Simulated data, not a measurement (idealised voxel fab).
A process module follows: voxel transistor to metal.
Cross-section cut: width 285 nm, square cells of 5 nm.
Bands, listed from the top down, are how a cross-section gets written in this document; the cross-section itself is a grid of square cells, and a band is one or more rows of them.
Per band: top height and bottom height in nm, followed by the left-to-right materials and their widths in nm; "throughout" marks a single material spanning edge to edge, "air" marks empty space.
Heads up on the height convention: 0 is the point under which the incoming wafer is all one material, and the lowest band has no bottom, it just keeps going down, like "0 down".
Think of "30->40" as a width that walks from the first number to the second as you go down the band, top row to bottom row, taking equal-sized steps from row to row.
Basically "identical to before" means that step didn't change any cell in the cross-section.
The entry titled "Fully enclosed voids" provides the empty spaces that have no open way to the top, restricted to those of 8 cells or more. Each is presented as width x height at distance, the distance being measured from the left edge, with all three in nm.
Read whatever lies past the settings on a step's line as the simulator's own remark about the step.
overlay nm, on a step with a mask: how far to the right of its planned place the mask lay; to the left if negative

These are the steps we planned for the process
1. op RECEIVE | material Si
2. op OXIDIZE | depth nm 5
3. op CONFORMAL_DEP | material SiN | thk nm 15
4. op MASKED_ETCH | tone cover | mask id ACTIVE | width nm 115 | pitch nm 140 | etch materials SiN | depth nm 15 | overlay nm 0
5. op MASKED_ETCH | tone cover | mask id ACTIVE | width nm 115 | pitch nm 140 | etch materials SiO2 | depth nm 5 | overlay nm 0
6. op MASKED_ETCH | tone cover | mask id ACTIVE | width nm 115 | pitch nm 140 | etch materials Si | depth nm 30 | overlay nm 0
7. op OXIDIZE | depth nm 5
8. op FILL_DEP | material SiO2 | thk nm 5
9. op CMP | height nm 15
10. op SELECTIVE_ETCH | etch materials SiO2 | depth nm 5
11. op STRIP | etch materials SiN
12. op SELECTIVE_ETCH | etch materials SiO2 | depth nm 5
13. op OXIDIZE | depth nm 5
14. op DIRECTIONAL_DEP | material polySi | thk nm 20
15. op DIRECTIONAL_DEP | material SiCN | thk nm 10
16. op DIRECTIONAL_DEP | material aC | thk nm 15
17. op PATTERN | tone cover | mask id GATE | material resist | width nm 25 | pitch nm 140 | thk nm 30 | overlay nm 0
18. op DIRECTIONAL_ETCH | etch materials aC | depth nm 15
19. op STRIP | etch materials resist
20. op DIRECTIONAL_ETCH | etch materials SiCN | depth nm 20
21. op DIRECTIONAL_ETCH | etch materials polySi | depth nm 30
22. op STRIP | etch materials aC
23. op CONFORMAL_DEP | material SiN | thk nm 10
24. op DIRECTIONAL_ETCH | etch materials SiN | depth nm 10
25. op DIRECTIONAL_ETCH | etch materials SiO2 | depth nm 5
26. op DIRECTIONAL_ETCH | etch materials Si | depth nm 15
27. op EPI | material SiGe | thk nm 15
28. op FILL_DEP | material SiO2 | thk nm 5
29. op CMP | height nm 15
30. op STRIP | etch materials polySi
31. op SELECTIVE_ETCH | etch materials SiO2 | depth nm 5
32. op CONFORMAL_DEP | material HfO2 | thk nm 5
33. op CONFORMAL_DEP | material TiN | thk nm 5
34. op FILL_DEP | material W | thk nm 5
35. op CMP | height nm 10
36. op DIRECTIONAL_DEP | material SiO2 | thk nm 15
37. op MASKED_ETCH | tone open | mask id CONTACT | width nm 20 | etch materials SiO2 | depth nm 35 | overlay nm 0
38. op CONFORMAL_DEP | material TiN | thk nm 5
39. op FILL_DEP | material Ru | thk nm 5
40. op CMP | height nm 25
41. op CONFORMAL_DEP | material SiCN | thk nm 5
42. op DIRECTIONAL_DEP | material SiO2 | thk nm 25
43. op DIRECTIONAL_DEP | material aC | thk nm 10
44. op PATTERN | tone open | mask id METAL_1 | material resist | width nm 20 | thk nm 30 | overlay nm 0
45. op DIRECTIONAL_ETCH | etch materials aC | depth nm 10
46. op STRIP | etch materials resist
47. op DIRECTIONAL_ETCH | etch materials SiO2 | depth nm 25
48. op DIRECTIONAL_ETCH | etch materials SiCN | depth nm 5
49. op STRIP | etch materials aC
50. op CONFORMAL_DEP | material TiN | thk nm 5
51. op FILL_DEP | material W | thk nm 5
52. op CMP | height nm 55
53. op CONFORMAL_DEP | material SiCN | thk nm 5
54. op DIRECTIONAL_DEP | material SiO2 | thk nm 25
55. op MASKED_ETCH | tone open | mask id METAL_2_HOLES | width nm 15 | pitch nm 140 | etch materials SiO2 | depth nm 25 | overlay nm 0
56. op DIRECTIONAL_DEP | material aC | thk nm 10
57. op PATTERN | tone open | mask id METAL_2 | material resist | width nm 20 | pitch nm 140 | thk nm 25 | overlay nm 0
58. op DIRECTIONAL_ETCH | etch materials aC | depth nm 10
59. op STRIP | etch materials resist
60. op DIRECTIONAL_ETCH | etch materials SiO2 | depth nm 15
61. op DIRECTIONAL_ETCH | etch materials SiCN | depth nm 5
62. op STRIP | etch materials aC
63. op CONFORMAL_DEP | material TiN | thk nm 5
64. op FILL_DEP | material Cu | thk nm 5
65. op CMP | height nm 85
66. op CONFORMAL_DEP | material SiCN | thk nm 5

Cross-section of the incoming wafer, state after step 1
- 0 down | Si throughout
- Fully enclosed voids: none

Post-module cross-section of the first of two wafers (run per plan)
- 90 to 85 | SiCN throughout
- 85 to 75 | 20 SiO2, then 5 TiN, then 10 Cu, then 5 TiN, then 120 SiO2, then 5 TiN, then 10 Cu, then 5 TiN, then 105 SiO2
- 75 to 70 | 20 SiO2, then 5 TiN, then 5 Cu, then 10 TiN, then 120 SiO2, then 5 TiN, then 5 Cu, then 10 TiN, then 105 SiO2
- 70 to 60 | 20 SiO2, then 5 TiN, then 5 Cu, then 5 TiN, then 125 SiO2, then 5 TiN, then 5 Cu, then 5 TiN, then 110 SiO2
- 60 to 55 | 20 SiCN, then 15 TiN, then 125 SiCN, then 15 TiN, then 110 SiCN
- 55 to 30 | 20 SiO2, then 5 TiN, then 10 W, then 5 TiN, then 65 SiO2, then 5 TiN, then 10 W, then 5 TiN, then 35 SiO2, then 5 TiN, then 10 W, then 5 TiN, then 65 SiO2, then 5 TiN, then 10 W, then 5 TiN, then 20 SiO2
- 30 to 25 | 20 SiCN, then 20 TiN, then 65 SiCN, then 20 TiN, then 35 SiCN, then 20 TiN, then 65 SiCN, then 20 TiN, then 20 SiCN
- 25 to 10 | 20 SiO2, then 5 TiN, then 10 Ru, then 5 TiN, then 65 SiO2, then 5 TiN, then 10 Ru, then 5 TiN, then 35 SiO2, then 5 TiN, then 10 Ru, then 5 TiN, then 65 SiO2, then 5 TiN, then 10 Ru, then 5 TiN, then 20 SiO2
- 10 to 5 | 20 SiO2, then 5 TiN, then 5 Ru, then 10 TiN, then 10 SiO2, then 10 SiN, then 5 HfO2, then 5 TiN, then 5 W, then 5 TiN, then 5 HfO2, then 10 SiN, then 10 SiO2, then 10 TiN, then 5 Ru, then 5 TiN, then 35 SiO2, then 5 TiN, then 5 Ru, then 10 TiN, then 10 SiO2, then 10 SiN, then 5 HfO2, then 5 TiN, then 5 W, then 5 TiN, then 5 HfO2, then 10 SiN, then 10 SiO2, then 10 TiN, then 5 Ru, then 5 TiN, then 20 SiO2
- 5 to 0 | 10 SiO2, then 10 SiN, then 5 TiN, then 5 Ru, then 5 TiN, then 15 SiGe, then 10 SiN, then 5 HfO2, then 5 TiN, then 5 W, then 5 TiN, then 5 HfO2, then 10 SiN, then 15 SiGe, then 5 TiN, then 5 Ru, then 5 TiN, then 10 SiN, then 15 SiO2, then 10 SiN, then 5 TiN, then 5 Ru, then 5 TiN, then 15 SiGe, then 10 SiN, then 5 HfO2, then 5 TiN, then 5 W, then 5 TiN, then 5 HfO2, then 10 SiN, then 15 SiGe, then 5 TiN, then 5 Ru, then 5 TiN, then 10 SiN, then 10 SiO2
- 0 to -5 | 10 SiO2, then 10 SiN, then 5 TiN, then 5 Ru, then 5 TiN, then 15 SiGe, then 10 SiN, then 5 HfO2, then 15 TiN, then 5 HfO2, then 10 SiN, then 15 SiGe, then 5 TiN, then 5 Ru, then 5 TiN, then 10 SiN, then 15 SiO2, then 10 SiN, then 5 TiN, then 5 Ru, then 5 TiN, then 15 SiGe, then 10 SiN, then 5 HfO2, then 15 TiN, then 5 HfO2, then 10 SiN, then 15 SiGe, then 5 TiN, then 5 Ru, then 5 TiN, then 10 SiN, then 10 SiO2
- -5 to -10 | 20 SiO2, then 15 TiN, then 15 SiGe, then 5 SiO2, then 35 HfO2, then 5 SiO2, then 15 SiGe, then 15 TiN, then 35 SiO2, then 15 TiN, then 15 SiGe, then 5 SiO2, then 35 HfO2, then 5 SiO2, then 15 SiGe, then 15 TiN, then 20 SiO2
- -10 to -25 | 20 SiO2, then 30 SiGe, then 45 Si, then 30 SiGe, then 35 SiO2, then 30 SiGe, then 45 Si, then 30 SiGe, then 20 SiO2
- -25 to -40 | 20 SiO2, then 105 Si, then 35 SiO2, then 105 Si, then 20 SiO2
- -40 down | Si throughout
- Fully enclosed voids: none

Second wafer through the module, sectioned at the end: same beginning and same plan as the first wafer, with one mistake in carrying it out
- 90 to 85 | SiCN throughout
- 85 to 75 | 20 SiO2, then 5 TiN, then 10 Cu, then 5 TiN, then 120 SiO2, then 5 TiN, then 10 Cu, then 5 TiN, then 105 SiO2
- 75 to 70 | 20 SiO2, then 5 TiN, then 5 Cu, then 10 TiN, then 120 SiO2, then 5 TiN, then 5 Cu, then 10 TiN, then 105 SiO2
- 70 to 60 | 20 SiO2, then 5 TiN, then 5 Cu, then 5 TiN, then 125 SiO2, then 5 TiN, then 5 Cu, then 5 TiN, then 110 SiO2
- 60 to 55 | 20 SiCN, then 15 TiN, then 125 SiCN, then 15 TiN, then 110 SiCN
- 55 to 30 | 20 SiO2, then 5 TiN, then 10 W, then 5 TiN, then 65 SiO2, then 5 TiN, then 10 W, then 5 TiN, then 35 SiO2, then 5 TiN, then 10 W, then 5 TiN, then 65 SiO2, then 5 TiN, then 10 W, then 5 TiN, then 20 SiO2
- 30 to 25 | 20 SiCN, then 20 TiN, then 65 SiCN, then 20 TiN, then 35 SiCN, then 20 TiN, then 65 SiCN, then 20 TiN, then 20 SiCN
- 25 to 10 | 20 SiO2, then 5 TiN, then 10 Ru, then 5 TiN, then 65 SiO2, then 5 TiN, then 10 Ru, then 5 TiN, then 35 SiO2, then 5 TiN, then 10 Ru, then 5 TiN, then 65 SiO2, then 5 TiN, then 10 Ru, then 5 TiN, then 20 SiO2
- 10 to 5 | 20 SiO2, then 5 TiN, then 5 Ru, then 10 TiN, then 10 SiO2, then 10 SiN, then 5 TiN, then 15 W, then 5 TiN, then 10 SiN, then 10 SiO2, then 10 TiN, then 5 Ru, then 5 TiN, then 35 SiO2, then 5 TiN, then 5 Ru, then 10 TiN, then 10 SiO2, then 10 SiN, then 5 TiN, then 15 W, then 5 TiN, then 10 SiN, then 10 SiO2, then 10 TiN, then 5 Ru, then 5 TiN, then 20 SiO2
- 5 to -5 | 10 SiO2, then 10 SiN, then 5 TiN, then 5 Ru, then 5 TiN, then 15 SiGe, then 10 SiN, then 5 TiN, then 15 W, then 5 TiN, then 10 SiN, then 15 SiGe, then 5 TiN, then 5 Ru, then 5 TiN, then 10 SiN, then 15 SiO2, then 10 SiN, then 5 TiN, then 5 Ru, then 5 TiN, then 15 SiGe, then 10 SiN, then 5 TiN, then 15 W, then 5 TiN, then 10 SiN, then 15 SiGe, then 5 TiN, then 5 Ru, then 5 TiN, then 10 SiN, then 10 SiO2
- -5 to -10 | 20 SiO2, then 15 TiN, then 15 SiGe, then 5 SiO2, then 35 TiN, then 5 SiO2, then 15 SiGe, then 15 TiN, then 35 SiO2, then 15 TiN, then 15 SiGe, then 5 SiO2, then 35 TiN, then 5 SiO2, then 15 SiGe, then 15 TiN, then 20 SiO2
- -10 to -25 | 20 SiO2, then 30 SiGe, then 45 Si, then 30 SiGe, then 35 SiO2, then 30 SiGe, then 45 Si, then 30 SiGe, then 20 SiO2
- -25 to -40 | 20 SiO2, then 105 Si, then 35 SiO2, then 105 Si, then 20 SiO2
- -40 down | Si throughout
- Fully enclosed voids: none
So what did we get wrong on this run? step 32 from the plan never happened, it was just skipped
Once processing is complete, comparing cell counts shows that the second wafer has more or fewer of certain materials than the first: HfO2 -26, TiN +12, W +14
